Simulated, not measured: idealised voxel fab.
Name of the process module below: voxel self aligned vias
It is cross-section cut that appears here, measuring 235 nm in width, its square cells being 5 nm in size.
Think of the cross-section as a grid of square cells. We describe it in bands, top to bottom, and each band covers one or more rows of those cells. Per band: top height and bottom height in nm, followed by the left-to-right materials and their widths in nm; "full width" marks a single material spanning edge to edge, "air" marks empty space. Basically, 0 is our baseline, since under it the wafer straight out of the box is all one material. The bottom band has no lower end and keeps on going down, so it looks like "from 0 down". The expression "30..40" gives the width at the extremes of the band, the first number at its top row of cells and the second at its bottom row, with the width changing by equal amounts from each row to the next in between. No cell of the cross-section changed in a step that is given as "remained unchanged". In "Sealed void list" the enclosed voids are listed, meaning empty spaces of 8 cells or larger without any opening to the top. The form is width x height at distance, distance from the left edge, units nm. Past the settings on a step's line: simulator remark, on that step. overlay nm: mask offset rightward from planned place, masked step; negative means leftward offset.

LISTED BELOW ARE THE PROCESS STEPS AS PLANNED
1. RECEIVE | material Si
2. CONFORMAL_DEP | material SiO2 | thk nm 10
3. CONFORMAL_DEP | material SiCN | thk nm 5
4. DIRECTIONAL_DEP | material lowk | thk nm 30
5. DIRECTIONAL_DEP | material aC | thk nm 10
6. PATTERN | tone open | mask id LINES | material resist | width nm 20 | pitch nm 45 | thk nm 25 | overlay nm 0
7. DIRECTIONAL_ETCH | etch materials aC | depth nm 10
8. STRIP | etch materials resist
9. DIRECTIONAL_ETCH | etch materials lowk | depth nm 30
10. STRIP | etch materials aC
11. CONFORMAL_DEP | material TiN | thk nm 5
12. FILL_DEP | material W | thk nm 5
13. CMP | height nm 45
14. SELECTIVE_ETCH | etch materials W Ru TiN | depth nm 10
15. FILL_DEP | material SiN | thk nm 10
16. CMP | height nm 45
17. DIRECTIONAL_DEP | material lowk | thk nm 20
18. MASKED_ETCH | tone open | mask id VIAS | width nm 30 | etch materials lowk | depth nm 20 | overlay nm 0
19. MASKED_ETCH | tone open | mask id VIAS | width nm 30 | etch materials SiN | depth nm 10 | overlay nm 0
20. CONFORMAL_DEP | material TiN | thk nm 5
21. FILL_DEP | material Cu | thk nm 5
22. CMP | height nm 65
23. CONFORMAL_DEP | material SiCN | thk nm 5

AS RECEIVED, AFTER STEP 1
- from 0 down = Si full width
- Sealed void list: none

CROSS-SECTIONAL RESULT AFTER MODULE COMPLETION. NOTE: STARTING CONDITION AND PLAN ARE UNCHANGED FROM ABOVE; ONE PROCESSING MISTAKE WAS MADE
- from 70 to 65 = SiCN full width
- from 65 to 50 = 85 nm lowk  5 nm TiN  15 nm Cu  5 nm TiN  125 nm lowk
- from 50 to 45 = 85 nm lowk  5 nm TiN  10 nm Cu  10 nm TiN  125 nm lowk
- from 45 to 40 = 85 nm lowk  5 nm TiN  10 nm Cu  5 nm TiN  25 nm lowk  20 nm SiN  85 nm lowk
- from 40 to 35 = 85 nm lowk  20 nm TiN  25 nm lowk  20 nm SiN  85 nm lowk
- from 35 to 20 = 85 nm lowk  5 nm TiN  10 nm W  5 nm TiN  25 nm lowk  5 nm TiN  10 nm W  5 nm TiN  85 nm lowk
- from 20 to 15 = 85 nm lowk  20 nm TiN  25 nm lowk  20 nm TiN  85 nm lowk
- from 15 to 10 = SiCN full width
- from 10 to 0 = SiO2 full width
- from 0 down = Si full width
- Sealed void list: none
Diagnosis: step 18 was not run as planned; what actually ran was MASKED_ETCH | tone open | mask id VIAS | width nm 25 | etch materials lowk | depth nm 20 | overlay nm 0
